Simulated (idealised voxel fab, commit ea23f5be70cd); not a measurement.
process module | voxel self aligned vias
cross-section cut | 190 nm wide | cells 5 nm
A cross-section is a grid of square cells, given in bands from the top down. A band is one or more rows of cells.
Each band's line starts with the height of the band's top and of its bottom, in nm. Then come its materials from left to right, each with its width in nm. One material with "throughout" fills the band from edge to edge. "air" is empty space.
Height 0 is the level under which the wafer as received is all one material. The lowest band goes on downwards, as in "0 down".
A width such as "30 to 40" changes by the same amount from each row of cells to the next, from the band's top row to its bottom row.
"no change" after a step means that no cell of the cross-section changed.
closed voids: empty space of 8 cells or more with no open way to the top, each as width x height at its distance from the left edge, in nm
after a step's settings: what the simulator itself notes on the step
overlay nm, on a step with a mask: how far to the right of its planned place the mask lay; to the left if negative
plan
1 op RECEIVE | material Si
2 op CONFORMAL_DEP | material SiO2 | thk nm 15
3 op CONFORMAL_DEP | material SiCN | thk nm 5
4 op DIRECTIONAL_DEP | material lowk | thk nm 25
5 op PATTERN | tone open | mask id LINES | material resist | width nm 30 | pitch nm 60 | thk nm 20 | overlay nm 0
6 op DIRECTIONAL_ETCH | etch materials lowk | depth nm 25
7 op STRIP | etch materials resist
8 op CONFORMAL_DEP | material TiN | thk nm 5
9 op FILL_DEP | material Ru | thk nm 10
10 op CMP | height nm 45
11 op SELECTIVE_ETCH | etch materials W Ru TiN | depth nm 10
12 op FILL_DEP | material SiN | thk nm 5
13 op CMP | height nm 45
14 op DIRECTIONAL_DEP | material lowk | thk nm 20
15 op PATTERN | tone open | mask id VIAS | material resist | width nm 40 | pitch nm 60 | thk nm 20 | overlay nm 0
16 op DIRECTIONAL_ETCH | etch materials lowk | depth nm 20
17 op DIRECTIONAL_ETCH | etch materials SiN | depth nm 10
18 op STRIP | etch materials resist
19 op CONFORMAL_DEP | material TiN | thk nm 5
20 op FILL_DEP | material Cu | thk nm 10
21 op CMP | height nm 65
22 op CONFORMAL_DEP | material SiN | thk nm 5
as received, after step 1
  0 down: Si throughout
  closed voids: none
first wafer at the end, as planned
  70 to 65: SiN throughout
  65 to 50: lowk 15 | TiN 5 | Cu 30 | TiN 5 | lowk 20 | TiN 5 | Cu 30 | TiN 5 | lowk 20 | TiN 5 | Cu 30 | TiN 5 | lowk 15
  50 to 40: lowk 15 to 20 | TiN 10 to 5 | Cu 20 | TiN 10 to 5 | lowk 20 to 30 | TiN 10 to 5 | Cu 20 | TiN 10 to 5 | lowk 20 to 30 | TiN 10 to 5 | Cu 20 | TiN 10 to 5 | lowk 15 to 20
  40 to 35: lowk 20 | TiN 30 | lowk 30 | TiN 30 | lowk 30 | TiN 30 | lowk 20
  35 to 25: lowk 20 | TiN 5 | Ru 20 | TiN 5 | lowk 30 | TiN 5 | Ru 20 | TiN 5 | lowk 30 | TiN 5 | Ru 20 | TiN 5 | lowk 20
  25 to 20: lowk 20 | TiN 30 | lowk 30 | TiN 30 | lowk 30 | TiN 30 | lowk 20
  20 to 15: SiCN throughout
  15 to 0: SiO2 throughout
  0 down: Si throughout
  closed voids: none
second wafer at the end: like start, like plan, one mistake
  70 to 65: SiN throughout
  65 to 50: lowk 15 | TiN 5 | Cu 30 | TiN 5 | lowk 20 | TiN 5 | Cu 30 | TiN 5 | lowk 20 | TiN 5 | Cu 30 | TiN 5 | lowk 15
  50 to 40: lowk 15 to 25 | TiN 15 to 5 | Cu 20 | TiN 5 | lowk 20 to 30 | TiN 15 to 5 | Cu 20 | TiN 5 | lowk 20 to 30 | TiN 15 to 5 | Cu 20 | TiN 5 | lowk 15
  40 to 35: lowk 25 | TiN 30 | lowk 30 | TiN 30 | lowk 30 | TiN 30 | lowk 15
  35 to 25: lowk 25 | TiN 5 | Ru 20 | TiN 5 | lowk 30 | TiN 5 | Ru 20 | TiN 5 | lowk 30 | TiN 5 | Ru 20 | TiN 5 | lowk 15
  25 to 20: lowk 25 | TiN 30 | lowk 30 | TiN 30 | lowk 30 | TiN 30 | lowk 15
  20 to 15: SiCN throughout
  15 to 0: SiO2 throughout
  0 down: Si throughout
  closed voids: none
what went wrong: step 5 ran as: op PATTERN | tone open | mask id LINES | material resist | width nm 30 | pitch nm 60 | thk nm 20 | overlay nm 5
at the end the second wafer has, in cells: as many of each material as the first, in other places
